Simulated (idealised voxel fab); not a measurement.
Presented below is a process module, voxel spacer lines.
Section cut is 245 nm wide and gridded with 5 nm square cells.
This document writes a cross-section as a grid whose cells are square, and gives it as bands, listed from the top down; one or more rows of cells form a band.
Basically the band line says how high the top is and how high the bottom is, in nm, and then what's in it from left to right, every material with its width in nm. Empty space shows up as "empty", and if a single material carries "throughout" it runs the full band edge to edge.
Note: height 0 marks the level under which the wafer is uniformly one material as received. Lowest band unbounded below, written "0 down".
A two-number width, for instance "30 to 40", indicates that the width is equal to the first number in the top row of the band and to the second number in the bottom row, and that it changes by a constant amount per row of cells.
A step reported as "no modifications" is a step in which no cell of the cross-section changed.
The entry "Enclosed cavity list" lists the empty spaces that cover at least 8 cells and have no open path to the top. Each is written as width x height at distance, where the distance is measured from the left edge and all three values are in nm.
On a step's line, text after the settings is the simulator commenting on that step.
If you see "overlay nm" on a step's line and that step has a mask, it's telling you how far right of where it was planned the mask ended up; a negative number means it went left instead.

Process steps (planned):
1 RECEIVE (material Si)
2 CONFORMAL_DEP (material Al2O3; thk nm 10)
3 DIRECTIONAL_DEP (material TiN; thk nm 10)
4 DIRECTIONAL_DEP (material aC; thk nm 20)
5 PATTERN (tone cover; mask id MANDREL; material resist; width nm 20; pitch nm 70; thk nm 30; overlay nm -15)
6 DIRECTIONAL_ETCH (etch materials aC; depth nm 20)
7 STRIP (etch materials resist)
8 CONFORMAL_DEP (material SiO2; thk nm 15)
9 DIRECTIONAL_ETCH (etch materials SiO2; depth nm 15)
10 STRIP (etch materials aC)
11 DIRECTIONAL_ETCH (etch materials TiN; depth nm 10)
12 STRIP (etch materials SiO2)
Among the wafers covered here, the point of difference is the overlay nm at step 5; their starting state is shared, and the plan presents the value of the first wafer.

The as-received cross-section of the first of several wafers corresponds to the state after step 1:
  0 down | Si throughout
  Enclosed cavity list: none

Below is a per-wafer table. In it, each row describes the wafer at the end of the module by giving, for each material, the number of cells gained (+) or lost (-) since the wafer was received, and after that the closed voids of the wafer:
overlay nm -15 | +98 Al2O3 | +36 TiN | Enclosed cavity list: none
overlay nm -10 | +98 Al2O3 | +36 TiN | Enclosed cavity list: none
overlay nm -5 | +98 Al2O3 | +36 TiN | Enclosed cavity list: none
overlay nm 0 | +98 Al2O3 | +36 TiN | Enclosed cavity list: none
overlay nm 5 | +98 Al2O3 | +36 TiN | Enclosed cavity list: none
overlay nm 10 | +98 Al2O3 | +36 TiN | Enclosed cavity list: none
overlay nm 15 | +98 Al2O3 | +36 TiN | Enclosed cavity list: none
